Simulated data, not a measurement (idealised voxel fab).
process module | voxel trench capacitor
cross-section cut | 145 nm wide | cells 5 nm
A cross-section is a grid of square cells, given in bands from the top down. A band is one or more rows of cells.
Each band's line starts with the height of the band's top and of its bottom, in nm. Then come its materials from left to right, each with its width in nm. One material with "throughout" fills the band from edge to edge. "air" is empty space.
Height 0 is the level under which the wafer as received is all one material. The lowest band goes on downwards, as in "0 down".
A width such as "30 to 40" changes by the same amount from each row of cells to the next, from the band's top row to its bottom row.
"no change" after a step means that no cell of the cross-section changed.
closed voids: empty space of 8 cells or more with no open way to the top, each as width x height at its distance from the left edge, in nm
after a step's settings: what the simulator itself notes on the step
overlay nm, on a step with a mask: how far to the right of its planned place the mask lay; to the left if negative
plan
1 op RECEIVE | material Si
2 op CONFORMAL_DEP | material SiN | thk nm 10
3 op MASKED_ETCH | tone open | mask id TRENCH | width nm 30 | pitch nm 45 | etch materials SiN | depth nm 10 | overlay nm 0
4 op MASKED_ETCH | tone open | mask id TRENCH | width nm 30 | pitch nm 45 | etch materials Si | depth nm 40 | overlay nm 0
5 op CONFORMAL_DEP | material HfO2 | thk nm 5
6 op CONFORMAL_DEP | material TiN | thk nm 5
7 op FILL_DEP | material W | thk nm 10
8 op CMP | height nm 10
as received, after step 1
  0 down: Si throughout
  closed voids: none
first wafer at the end, as planned
  10 to 0: SiN 35 | HfO2 5 | TiN 5 | W 10 | TiN 5 | HfO2 5 | SiN 15 | HfO2 5 | TiN 5 | W 10 | TiN 5 | HfO2 5 | SiN 35
  0 to -30: Si 35 | HfO2 5 | TiN 5 | W 10 | TiN 5 | HfO2 5 | Si 15 | HfO2 5 | TiN 5 | W 10 | TiN 5 | HfO2 5 | Si 35
  -30 to -35: Si 35 | HfO2 5 | TiN 20 | HfO2 5 | Si 15 | HfO2 5 | TiN 20 | HfO2 5 | Si 35
  -35 to -40: Si 35 | HfO2 30 | Si 15 | HfO2 30 | Si 35
  -40 down: Si throughout
  closed voids: none
second wafer at the end: like start, like plan, one mistake
  10 to 5: TiN 30 | HfO2 5 | SiN 30 | HfO2 5 | TiN 5 | HfO2 5 | SiN 30 | HfO2 5 | TiN 30
  5 to 0: HfO2 35 | SiN 30 | HfO2 15 | SiN 30 | HfO2 35
  0 down: Si throughout
  closed voids: none
what went wrong: step 3 ran as: op MASKED_ETCH | tone cover | mask id TRENCH | width nm 30 | pitch nm 45 | etch materials SiN | depth nm 10 | overlay nm 0
at the end the second wafer has, in cells: 27 fewer of HfO2 | 96 more of Si | 10 fewer of SiN | 27 fewer of TiN | 32 fewer of W
